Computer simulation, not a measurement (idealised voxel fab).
The name of this process module is voxel transistor to metal.
200 nm wide, 5 nm square cells: that's cross-section cut.
A cross-section in this document is a grid of square cells, and it is written down as bands, the top band listed before the ones below it; a band is made up of one or more rows of cells. Look at the band entry: it leads with the top's height and the bottom's height in nm. Then it lists the materials left to right, with a width in nm for each. The word "edge to edge" on a single material says that material fills the band edge to edge. The word "air" is empty space. It should be noted that heights are counted from 0, beneath which the wafer as supplied is of one material throughout, and that the lowest band possesses no lower boundary but continues downward, as written in "0 nm and below". Read "30 to 40" as a graded width: first number on top, second number at the bottom, same change between each pair of neighbouring rows. Basically "stayed the same" means that step didn't change any cell in the cross-section. Basically, "Closed void catalog" tells you about the enclosed voids: empty spaces with no open way to the top, 8 cells or bigger, each written width x height at distance, where distance is from the left edge, all in nm. The remark found on a step's line after its settings is issued by the simulator itself and pertains to that step. overlay nm: for a step with a mask, the amount by which the mask lay right of where it was planned; a negative amount means left of it.

Planned step list for the process
1: op RECEIVE | material Si
2: op CONFORMAL_DEP | material SiO2 | thk nm 5
3: op CONFORMAL_DEP | material SiN | thk nm 15
4: op PATTERN | tone cover | mask id ACTIVE | material resist | width nm 100 | thk nm 15 | overlay nm 0
5: op DIRECTIONAL_ETCH | etch materials SiN | depth nm 15
6: op DIRECTIONAL_ETCH | etch materials SiO2 | depth nm 5
7: op DIRECTIONAL_ETCH | etch materials Si | depth nm 30
8: op STRIP | etch materials resist
9: op OXIDIZE | depth nm 5
10: op FILL_DEP | material SiO2 | thk nm 5
11: op CMP | height nm 20
12: op SELECTIVE_ETCH | etch materials SiO2 | depth nm 15
13: op STRIP | etch materials SiN
14: op SELECTIVE_ETCH | etch materials SiO2 | depth nm 5
15: op OXIDIZE | depth nm 5
16: op DIRECTIONAL_DEP | material polySi | thk nm 20
17: op DIRECTIONAL_DEP | material SiCN | thk nm 15
18: op PATTERN | tone cover | mask id GATE | material resist | width nm 20 | thk nm 20 | overlay nm 0
19: op DIRECTIONAL_ETCH | etch materials SiCN | depth nm 25
20: op DIRECTIONAL_ETCH | etch materials polySi | depth nm 30
21: op STRIP | etch materials resist
22: op CONFORMAL_DEP | material SiO2 | thk nm 5
23: op DIRECTIONAL_ETCH | etch materials SiO2 | depth nm 5
24: op CONFORMAL_DEP | material SiN | thk nm 5
25: op DIRECTIONAL_ETCH | etch materials SiN | depth nm 5
26: op DIRECTIONAL_ETCH | etch materials SiO2 | depth nm 5
27: op DIRECTIONAL_ETCH | etch materials Si | depth nm 10
28: op EPI | material pSi | thk nm 15
29: op FILL_DEP | material SiO2 | thk nm 5
30: op CMP | height nm 35
31: op DIRECTIONAL_DEP | material SiO2 | thk nm 10
32: op DIRECTIONAL_DEP | material aC | thk nm 15
33: op PATTERN | tone open | mask id CONTACT | material resist | width nm 30 | pitch nm 60 | thk nm 30 | overlay nm 0
34: op DIRECTIONAL_ETCH | etch materials aC | depth nm 15
35: op STRIP | etch materials resist
36: op DIRECTIONAL_ETCH | etch materials SiO2 | depth nm 45
37: op STRIP | etch materials aC
38: op CONFORMAL_DEP | material TiN | thk nm 5
39: op FILL_DEP | material Ru | thk nm 10
40: op CMP | height nm 45
41: op DIRECTIONAL_DEP | material TiN | thk nm 5
42: op DIRECTIONAL_DEP | material W | thk nm 15
43: op PATTERN | tone cover | mask id METAL_1 | material resist | width nm 20 | pitch nm 70 | thk nm 15 | overlay nm 0
44: op DIRECTIONAL_ETCH | etch materials W | depth nm 15
45: op DIRECTIONAL_ETCH | etch materials TiN | depth nm 5
46: op STRIP | etch materials resist
47: op FILL_DEP | material lowk | thk nm 5
48: op CMP | height nm 65
49: op CONFORMAL_DEP | material SiCN | thk nm 5
50: op DIRECTIONAL_DEP | material lowk | thk nm 30
51: op MASKED_ETCH | tone open | mask id METAL_2_HOLES | width nm 15 | pitch nm 70 | etch materials lowk | depth nm 30 | overlay nm 0
52: op MASKED_ETCH | tone open | mask id METAL_2 | width nm 20 | pitch nm 70 | etch materials lowk | depth nm 20 | overlay nm 0
53: op MASKED_ETCH | tone open | mask id METAL_2 | width nm 20 | pitch nm 70 | etch materials SiCN | depth nm 5 | overlay nm 0
54: op CONFORMAL_DEP | material TiN | thk nm 5
55: op FILL_DEP | material Ru | thk nm 5
56: op CMP | height nm 100
57: op CONFORMAL_DEP | material SiN | thk nm 5

As-received state of the wafer in cross-section, equivalent to post-step 1
- 0 nm and below | Si edge to edge
- Closed void catalog: none

One mistake in running the module, otherwise start and plan as above: cross-section at the end
- 105 nm to 100 nm | SiN edge to edge
- 100 nm to 85 nm | 55 nm lowk / 5 nm TiN / 10 nm Ru / 5 nm TiN / 50 nm lowk / 5 nm TiN / 10 nm Ru / 5 nm TiN / 55 nm lowk
- 85 nm to 80 nm | 55 nm lowk / 5 nm TiN / 5 nm Ru / 10 nm TiN / 50 nm lowk / 5 nm TiN / 5 nm Ru / 10 nm TiN / 55 nm lowk
- 80 nm to 70 nm | 55 nm lowk / 5 nm TiN / 5 nm Ru / 5 nm TiN / 55 nm lowk / 5 nm TiN / 5 nm Ru / 5 nm TiN / 60 nm lowk
- 70 nm to 65 nm | 55 nm SiCN / 15 nm TiN / 55 nm SiCN / 15 nm TiN / 60 nm SiCN
- 65 nm to 50 nm | 55 nm lowk / 20 nm W / 50 nm lowk / 20 nm W / 55 nm lowk
- 50 nm to 45 nm | 55 nm lowk / 20 nm TiN / 50 nm lowk / 20 nm TiN / 55 nm lowk
- 45 nm to 35 nm | 55 nm SiO2 / 5 nm TiN / 20 to 15 nm Ru / 5 to 10 nm TiN / 30 nm SiO2 / 5 to 10 nm TiN / 20 to 15 nm Ru / 5 nm TiN / 55 nm SiO2
- 35 nm to 20 nm | 55 nm SiO2 / 5 nm TiN / 15 nm Ru / 5 nm TiN / 5 nm SiN / 5 nm SiO2 / 20 nm SiCN / 5 nm SiO2 / 5 nm SiN / 5 nm TiN / 15 nm Ru / 5 nm TiN / 55 nm SiO2
- 20 nm to 15 nm | 55 nm SiO2 / 5 nm TiN / 15 nm Ru / 5 nm TiN / 5 nm SiN / 5 nm SiO2 / 20 nm polySi / 5 nm SiO2 / 5 nm SiN / 5 nm TiN / 15 nm Ru / 5 nm TiN / 55 nm SiO2
- 15 nm to 10 nm | 55 nm SiO2 / 25 nm TiN / 5 nm SiN / 5 nm SiO2 / 20 nm polySi / 5 nm SiO2 / 5 nm SiN / 25 nm TiN / 55 nm SiO2
- 10 nm to 0 nm | 55 nm SiO2 / 10 nm TiN / 15 nm pSi / 5 nm SiN / 5 nm SiO2 / 20 nm polySi / 5 nm SiO2 / 5 nm SiN / 15 nm pSi / 10 nm TiN / 55 nm SiO2
- 0 nm to -5 nm | 55 nm SiO2 / 25 nm pSi / 40 nm SiO2 / 30 nm pSi / 50 nm SiO2
- -5 nm to -15 nm | 60 nm SiO2 / 20 nm pSi / 40 nm Si / 25 nm pSi / 55 nm SiO2
- -15 nm to -35 nm | 60 nm SiO2 / 85 nm Si / 55 nm SiO2
- -35 nm and below | Si edge to edge
- Closed void catalog: none
What broke from the plan during processing? step 4 ran as: op PATTERN | tone cover | mask id ACTIVE | material resist | width nm 95 | thk nm 15 | overlay nm 0
